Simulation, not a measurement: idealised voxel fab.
process module | voxel capacitor over wiring
cross-section cut | 150 nm wide | cells 5 nm
A cross-section is a grid of square cells, given in bands from the top down. A band is one or more rows of cells.
Each band's line starts with the height of the band's top and of its bottom, in nm. Then come its materials from left to right, each with its width in nm. One material with "throughout" fills the band from edge to edge. "air" is empty space.
Height 0 is the level under which the wafer as received is all one material. The lowest band goes on downwards, as in "0 down".
A width such as "30 to 40" changes by the same amount from each row of cells to the next, from the band's top row to its bottom row.
"no change" after a step means that no cell of the cross-section changed.
closed voids: empty space of 8 cells or more with no open way to the top, each as width x height at its distance from the left edge, in nm
after a step's settings: what the simulator itself notes on the step
overlay nm, on a step with a mask: how far to the right of its planned place the mask lay; to the left if negative
plan
1 op RECEIVE | material Si
2 op CONFORMAL_DEP | material SiO2 | thk nm 10
3 op DIRECTIONAL_DEP | material TiN | thk nm 5
4 op DIRECTIONAL_DEP | material W | thk nm 15
5 op MASKED_ETCH | tone cover | mask id METAL_1 | width nm 30 | pitch nm 90 | etch materials W | depth nm 15 | overlay nm 0
6 op MASKED_ETCH | tone cover | mask id METAL_1 | width nm 30 | pitch nm 90 | etch materials TiN | depth nm 5 | overlay nm 0
7 op CONFORMAL_DEP | material SiN | thk nm 5
8 op FILL_DEP | material SiO2 | thk nm 5
9 op CMP | height nm 30
10 op CONFORMAL_DEP | material SiCN | thk nm 5
11 op DIRECTIONAL_DEP | material SiO2 | thk nm 10
12 op MASKED_ETCH | tone open | mask id PLUG_1 | width nm 15 | etch materials SiO2 | depth nm 10 | overlay nm 0
13 op MASKED_ETCH | tone open | mask id PLUG_1 | width nm 15 | etch materials SiCN | depth nm 5 | overlay nm 0
14 op EPI | material Ru | thk nm 10
15 op EPI | material Ru | thk nm 5
16 op DIRECTIONAL_DEP | material TiN | thk nm 5
17 op DIRECTIONAL_DEP | material Al2O3 | thk nm 5
18 op DIRECTIONAL_DEP | material TiN | thk nm 10
19 op DIRECTIONAL_DEP | material aC | thk nm 10
20 op PATTERN | tone cover | mask id UPPER_PLATE | material resist | width nm 65 | thk nm 30 | overlay nm 0
21 op DIRECTIONAL_ETCH | etch materials aC | depth nm 10
22 op STRIP | etch materials resist
23 op DIRECTIONAL_ETCH | etch materials TiN | depth nm 10
24 op DIRECTIONAL_ETCH | etch materials Al2O3 | depth nm 5
25 op STRIP | etch materials aC
26 op DIRECTIONAL_DEP | material aC | thk nm 10
27 op PATTERN | tone cover | mask id LOWER_PLATE | material resist | width nm 75 | thk nm 30 | overlay nm 0
28 op DIRECTIONAL_ETCH | etch materials aC | depth nm 10
29 op STRIP | etch materials resist
30 op DIRECTIONAL_ETCH | etch materials TiN | depth nm 5
31 op STRIP | etch materials aC
32 op FILL_DEP | material SiO2 | thk nm 20
33 op CMP | height nm 80
34 op MASKED_ETCH | tone open | mask id PLUG_2 | width nm 15 | etch materials SiO2 | depth nm 15 | overlay nm 0
35 op CONFORMAL_DEP | material TiN | thk nm 5
36 op FILL_DEP | material W | thk nm 5
37 op CMP | height nm 80
38 op CONFORMAL_DEP | material SiN | thk nm 5
as received, after step 1
  0 down: Si throughout
  closed voids: none
first wafer at the end, as planned
  85 to 80: SiN throughout
  80 to 70: SiO2 40 | TiN 5 | W 5 | TiN 5 | SiO2 95
  70 to 65: SiO2 40 | TiN 15 | SiO2 95
  65 to 55: SiO2 30 | TiN 65 | SiO2 55
  55 to 50: SiO2 30 | Al2O3 65 | SiO2 55
  50 to 45: SiO2 25 | TiN 75 | SiO2 50
  45 to 35: SiO2 30 | Ru 15 | SiO2 105
  35 to 30: SiCN 30 | Ru 15 | SiCN 105
  30 to 15: SiO2 10 | SiN 5 | W 30 | SiN 5 | SiO2 50 | SiN 5 | W 30 | SiN 5 | SiO2 10
  15 to 10: SiN 15 | TiN 30 | SiN 60 | TiN 30 | SiN 15
  10 to 0: SiO2 throughout
  0 down: Si throughout
  closed voids: none
second wafer at the end: like start, like plan, one mistake
  85 to 80: SiN throughout
  80 to 75: SiO2 40 | TiN 15 | SiO2 95
  75 to 65: SiO2 30 | TiN 65 | SiO2 55
  65 to 60: SiO2 30 | Al2O3 65 | SiO2 55
  60 to 50: Al2O3 throughout
  50 to 45: TiN throughout
  45 to 35: SiO2 30 | Ru 15 | SiO2 105
  35 to 30: SiCN 30 | Ru 15 | SiCN 105
  30 to 15: SiO2 10 | SiN 5 | W 30 | SiN 5 | SiO2 50 | SiN 5 | W 30 | SiN 5 | SiO2 10
  15 to 10: SiN 15 | TiN 30 | SiN 60 | TiN 30 | SiN 15
  10 to 0: SiO2 throughout
  0 down: Si throughout
  closed voids: none
what went wrong: step 17 ran as: op DIRECTIONAL_DEP | material Al2O3 | thk nm 15
at the end the second wafer has, in cells: 60 more of Al2O3 | 69 fewer of SiO2 | 11 more of TiN | 2 fewer of W
